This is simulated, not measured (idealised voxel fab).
process module | voxel local oxidation
cross-section cut | 160 nm wide | cells 5 nm
A cross-section is a grid of square cells, given in bands from the top down. A band is one or more rows of cells.
Each band's line starts with the height of the band's top and of its bottom, in nm. Then come its materials from left to right, each with its width in nm. One material with "throughout" fills the band from edge to edge. "air" is empty space.
Height 0 is the level under which the wafer as received is all one material. The lowest band goes on downwards, as in "0 down".
A width such as "30 to 40" changes by the same amount from each row of cells to the next, from the band's top row to its bottom row.
"no change" after a step means that no cell of the cross-section changed.
closed voids: empty space of 8 cells or more with no open way to the top, each as width x height at its distance from the left edge, in nm
after a step's settings: what the simulator itself notes on the step
overlay nm, on a step with a mask: how far to the right of its planned place the mask lay; to the left if negative
plan
1 op RECEIVE | material Si
2 op CONFORMAL_DEP | material SiO2 | thk nm 5
3 op CONFORMAL_DEP | material SiN | thk nm 15
4 op DIRECTIONAL_DEP | material aC | thk nm 15
5 op PATTERN | tone cover | mask id ACTIVE | material resist | width nm 100 | thk nm 30 | overlay nm 0
6 op DIRECTIONAL_ETCH | etch materials aC | depth nm 15
7 op STRIP | etch materials resist
8 op DIRECTIONAL_ETCH | etch materials SiN | depth nm 15
9 op STRIP | etch materials aC
10 op SELECTIVE_ETCH | etch materials SiO2 | depth nm 5
11 op OXIDIZE | depth nm 10
12 op STRIP | etch materials SiN
as received, after step 1
  0 down: Si throughout
  closed voids: none
first wafer at the end, as planned
  5 to 0: air 35 | SiO2 90 | air 35
  0 to -10: SiO2 45 | Si 70 | SiO2 45
  -10 down: Si throughout
  closed voids: none
second wafer at the end: like start, like plan, one mistake
  0 to -10: SiO2 40 | Si 80 | SiO2 40
  -10 down: Si throughout
  closed voids: none
what went wrong: step 2 was left out
at the end the second wafer has, in cells: 4 more of Si | 22 fewer of SiO2
